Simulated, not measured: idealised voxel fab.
This section sets out a process module, namely voxel double patterning.
The width of the displayed cross-section, cut, is 175 nm; its cells are square, with a size of 5 nm.
Cross-section layout: square cells on a grid; listed as bands, top to bottom; a band spans one or more cell rows.
Read a band's entry like this: the first values are the height of its top and the height of its bottom in nm, and what follows is the sequence of materials from left to right, each with its width in nm. Note that "air" is empty space, and that a single material marked "all across" reaches across the band from edge to edge.
A quick word on heights: they are counted from 0, and under that level the wafer as it came to us is one material throughout. The lowest band is different from the rest in having no bottom; it simply continues downward, written as in "0 nm and below".
Quick explanation for "30 to 40": the width changes in equal steps down the rows of cells, from the first number in the band's top row to the second number in its bottom row.
Reading "all unchanged" for a step: not a cell of the cross-section changed in it.
Entry "Cavities, sealed" = empty spaces >= 8 cells with no open way to the top; each as width x height at distance, distance from left edge, all nm.
Note: text after step settings on the step line = simulator remark on that step.
"overlay nm", when on a step's line for a step with a mask, measures how far to the right of its planned place the mask lay; a negative measure means to the left.

The steps planned for the process are as follows:
1 op RECEIVE | material Si
2 op CONFORMAL_DEP | material SiO2 | thk nm 5
3 op DIRECTIONAL_DEP | material W | thk nm 10
4 op DIRECTIONAL_DEP | material SiCN | thk nm 10
5 op DIRECTIONAL_DEP | material aC | thk nm 10
6 op PATTERN | tone open | mask id FIRST | material resist | width nm 15 | pitch nm 50 | thk nm 30 | overlay nm 0
7 op DIRECTIONAL_ETCH | etch materials aC | depth nm 10
8 op STRIP | etch materials resist
9 op DIRECTIONAL_ETCH | etch materials SiCN | depth nm 10
10 op STRIP | etch materials aC
11 op PATTERN | tone open | mask id SECOND | material resist | width nm 15 | thk nm 20 | overlay nm 0
12 op DIRECTIONAL_ETCH | etch materials SiCN | depth nm 10
13 op STRIP | etch materials resist
14 op DIRECTIONAL_ETCH | etch materials W | depth nm 10
15 op STRIP | etch materials SiCN

Cross-section, incoming material, after step 1:
- 0 nm and below = Si all across
- Cavities, sealed: none

Wafer cross-section at module end: first of two, run to plan:
- 15 nm to 5 nm = W 55 nm; air 15 nm; W 10 nm; air 15 nm; W 10 nm; air 15 nm; W 55 nm
- 5 nm to 0 nm = SiO2 all across
- 0 nm and below = Si all across
- Cavities, sealed: none

Wafer two cross-section, module end. Start and plan unchanged from wafer one; one mistake made during the run:
- 35 nm to 25 nm = SiO2 all across
- 25 nm to 15 nm = SiCN all across
- 15 nm to 5 nm = W all across
- 5 nm to 0 nm = SiO2 all across
- 0 nm and below = Si all across
- Cavities, sealed: none
Heads up, the wafer didn't run the way we planned it: in deviation from the planned setting, step 5 was conducted as op DIRECTIONAL_DEP | material SiO2 | thk nm 10
Upon completion, the second wafer contains, in terms of cells, a greater or smaller amount of certain materials than the first wafer: SiCN: 70 more; SiO2: 70 more; W: 18 more
